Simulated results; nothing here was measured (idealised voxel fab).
Presented below is a process module, voxel tone inversion.
Shown is cross-section cut, with a width of 205 nm and square cells of size 5 nm.
Bands, listed from the top down, are how a cross-section gets written in this document; the cross-section itself is a grid of square cells, and a band is one or more rows of them. First you get the band's top height and its bottom height, in nm, and then the materials it's made of, left to right, with each width in nm. If you see a single material with "everywhere", that one covers the band edge to edge. "air" is empty space. Ref level 0: as-received wafer is one material below here. Bottom band extends down with no lower bound ("z 0 and below"). Read "30 to 40" as a graded width: first number on top, second number at the bottom, same change between each pair of neighbouring rows. Step note "no change" = no cross-section cell changed. Basically, "Sealed internal cavities" tells you about the enclosed voids: empty spaces with no open way to the top, 8 cells or bigger, each written width x height at distance, where distance is from the left edge, all in nm. after a step's settings: what the simulator itself notes on the step. For masked steps, "overlay nm" on the step line gives how far right of plan the mask actually lay; a minus sign means it lay to the left.

The process steps that were planned are listed below:
1,RECEIVE, material Si
2,CONFORMAL_DEP, material SiN, thk nm 10
3,DIRECTIONAL_DEP, material polySi, thk nm 15
4,PATTERN, tone cover, mask id POSTS, material resist, width nm 20, pitch nm 35, thk nm 20, overlay nm 0
5,DIRECTIONAL_ETCH, etch materials polySi, depth nm 15
6,STRIP, etch materials resist
7,FILL_DEP, material SiO2, thk nm 5
8,CMP, height nm 25
9,STRIP, etch materials polySi
10,CONFORMAL_DEP, material TiN, thk nm 5
11,FILL_DEP, material W, thk nm 10
12,CMP, height nm 25
13,CONFORMAL_DEP, material SiCN, thk nm 5

Incoming wafer, cross-sectional view, post step 1:
z 0 and below | Si everywhere
Sealed internal cavities: none

Wafer cross-section at module end: first of two, run to plan:
z 30 to 25 | SiCN everywhere
z 25 to 15 | SiO2 40 nm / TiN 5 nm / W 10 nm / TiN 5 nm / SiO2 15 nm / TiN 5 nm / W 10 nm / TiN 5 nm / SiO2 15 nm / TiN 5 nm / W 10 nm / TiN 5 nm / SiO2 15 nm / TiN 5 nm / W 10 nm / TiN 5 nm / SiO2 40 nm
z 15 to 10 | SiO2 40 nm / TiN 20 nm / SiO2 15 nm / TiN 20 nm / SiO2 15 nm / TiN 20 nm / SiO2 15 nm / TiN 20 nm / SiO2 40 nm
z 10 to 0 | SiN everywhere
z 0 and below | Si everywhere
Sealed internal cavities: none

Cross-sectional view of the second of two wafers upon completion of the module. This wafer shared its starting condition and process plan with the first; one error was made during its execution:
z 30 to 25 | SiCN everywhere
z 25 to 15 | SiO2 35 nm / TiN 5 nm / W 10 nm / TiN 5 nm / SiO2 15 nm / TiN 5 nm / W 10 nm / TiN 5 nm / SiO2 15 nm / TiN 5 nm / W 10 nm / TiN 5 nm / SiO2 15 nm / TiN 5 nm / W 10 nm / TiN 5 nm / SiO2 45 nm
z 15 to 10 | SiO2 35 nm / TiN 20 nm / SiO2 15 nm / TiN 20 nm / SiO2 15 nm / TiN 20 nm / SiO2 15 nm / TiN 20 nm / SiO2 45 nm
z 10 to 0 | SiN everywhere
z 0 and below | Si everywhere
Sealed internal cavities: none
Misprocessing identified: note that step 4 departed from the planned setting and was carried out as PATTERN, tone cover, mask id POSTS, material resist, width nm 20, pitch nm 35, thk nm 20, overlay nm -5
Final state: per-material cell counts identical on both wafers; locations differ.
